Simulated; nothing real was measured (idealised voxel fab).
process module | voxel capacitor over wiring
cross-section cut | 260 nm wide | cells 5 nm
A cross-section is a grid of square cells, given in bands from the top down. A band is one or more rows of cells.
Each band's line starts with the height of the band's top and of its bottom, in nm. Then come its materials from left to right, each with its width in nm. One material with "throughout" fills the band from edge to edge. "air" is empty space.
Height 0 is the level under which the wafer as received is all one material. The lowest band goes on downwards, as in "0 down".
A width such as "30 to 40" changes by the same amount from each row of cells to the next, from the band's top row to its bottom row.
"no change" after a step means that no cell of the cross-section changed.
closed voids: empty space of 8 cells or more with no open way to the top, each as width x height at its distance from the left edge, in nm
after a step's settings: what the simulator itself notes on the step
overlay nm, on a step with a mask: how far to the right of its planned place the mask lay; to the left if negative
plan
1 op RECEIVE | material Si
2 op CONFORMAL_DEP | material SiO2 | thk nm 10
3 op CONFORMAL_DEP | material SiN | thk nm 5
4 op DIRECTIONAL_DEP | material lowk | thk nm 25
5 op DIRECTIONAL_DEP | material aC | thk nm 15
6 op PATTERN | tone open | mask id METAL_1 | material resist | width nm 20 | pitch nm 80 | thk nm 30 | overlay nm 0
7 op DIRECTIONAL_ETCH | etch materials aC | depth nm 15
8 op STRIP | etch materials resist
9 op DIRECTIONAL_ETCH | etch materials lowk | depth nm 25
10 op DIRECTIONAL_ETCH | etch materials SiN | depth nm 5
11 op STRIP | etch materials aC
12 op CONFORMAL_DEP | material TiN | thk nm 5
13 op FILL_DEP | material Cu | thk nm 5
14 op CMP | height nm 40
15 op CONFORMAL_DEP | material SiCN | thk nm 5
16 op DIRECTIONAL_DEP | material SiO2 | thk nm 20
17 op PATTERN | tone open | mask id PLUG_1 | material resist | width nm 15 | thk nm 20 | overlay nm 0
18 op DIRECTIONAL_ETCH | etch materials SiO2 | depth nm 20
19 op DIRECTIONAL_ETCH | etch materials SiCN | depth nm 5
20 op STRIP | etch materials resist
21 op EPI | material Ru | thk nm 10
22 op EPI | material Ru | thk nm 10
23 op EPI | material Ru | thk nm 5
24 op DIRECTIONAL_DEP | material TiN | thk nm 5
25 op DIRECTIONAL_DEP | material Al2O3 | thk nm 5
26 op DIRECTIONAL_DEP | material TiN | thk nm 5
27 op PATTERN | tone cover | mask id UPPER_PLATE | material resist | width nm 65 | thk nm 20 | overlay nm 0
28 op DIRECTIONAL_ETCH | etch materials TiN | depth nm 5
29 op DIRECTIONAL_ETCH | etch materials Al2O3 | depth nm 5
30 op STRIP | etch materials resist
31 op DIRECTIONAL_DEP | material aC | thk nm 10
32 op PATTERN | tone cover | mask id LOWER_PLATE | material resist | width nm 75 | thk nm 25 | overlay nm 0
33 op DIRECTIONAL_ETCH | etch materials aC | depth nm 10
34 op STRIP | etch materials resist
35 op DIRECTIONAL_ETCH | etch materials TiN | depth nm 5
36 op STRIP | etch materials aC
37 op FILL_DEP | material SiO2 | thk nm 20
38 op CMP | height nm 95
39 op DIRECTIONAL_DEP | material aC | thk nm 15
40 op PATTERN | tone open | mask id PLUG_2 | material resist | width nm 15 | thk nm 30 | overlay nm 0
41 op DIRECTIONAL_ETCH | etch materials aC | depth nm 15
42 op STRIP | etch materials resist
43 op DIRECTIONAL_ETCH | etch materials SiO2 | depth nm 15
44 op STRIP | etch materials aC
45 op CONFORMAL_DEP | material TiN | thk nm 5
46 op FILL_DEP | material Cu | thk nm 10
47 op CMP | height nm 95
48 op CONFORMAL_DEP | material SiN | thk nm 5
as received, after step 1
  0 down: Si throughout
  closed voids: none
first wafer at the end, as planned
  100 to 95: SiN throughout
  95 to 85: SiO2 95 | TiN 5 | Cu 5 | TiN 5 | SiO2 150
  85 to 75: SiO2 95 to 85 | TiN 15 to 65 | SiO2 150 to 110
  75 to 70: SiO2 85 | Al2O3 65 | SiO2 110
  70 to 65: SiO2 80 | TiN 75 | SiO2 105
  65 to 45: SiO2 85 | Ru 15 | SiO2 160
  45 to 40: SiCN 85 | Ru 15 | SiCN 160
  40 to 15: lowk 80 | TiN 5 | Cu 10 | TiN 5 | lowk 60 | TiN 5 | Cu 10 | TiN 5 | lowk 80
  15 to 10: SiN 80 | TiN 20 | SiN 60 | TiN 20 | SiN 80
  10 to 0: SiO2 throughout
  0 down: Si throughout
  closed voids: none
second wafer at the end: like start, like plan, one mistake
  100 to 95: SiN throughout
  95 to 85: SiO2 95 | TiN 5 | Cu 5 | TiN 5 | SiO2 150
  85 to 75: SiO2 95 to 85 | TiN 15 to 25 | SiO2 150
  75 to 70: SiO2 85 | Al2O3 25 | SiO2 150
  70 to 65: SiO2 80 | TiN 70 | SiO2 110
  65 to 60: SiO2 75 | Ru 35 | Al2O3 40 | SiO2 110
  60 to 55: SiO2 75 | Ru 35 | TiN 45 | SiO2 105
  55 to 45: SiO2 85 | Ru 15 | SiO2 160
  45 to 40: SiCN 85 | Ru 15 | SiCN 160
  40 to 15: lowk 80 | TiN 5 | Cu 10 | TiN 5 | lowk 60 | TiN 5 | Cu 10 | TiN 5 | lowk 80
  15 to 10: SiN 80 | TiN 20 | SiN 60 | TiN 20 | SiN 80
  10 to 0: SiO2 throughout
  0 down: Si throughout
  closed voids: none
what went wrong: step 16 ran as: op DIRECTIONAL_DEP | material SiO2 | thk nm 10
at the end the second wafer has, in cells: 8 more of Ru | 8 fewer of SiO2
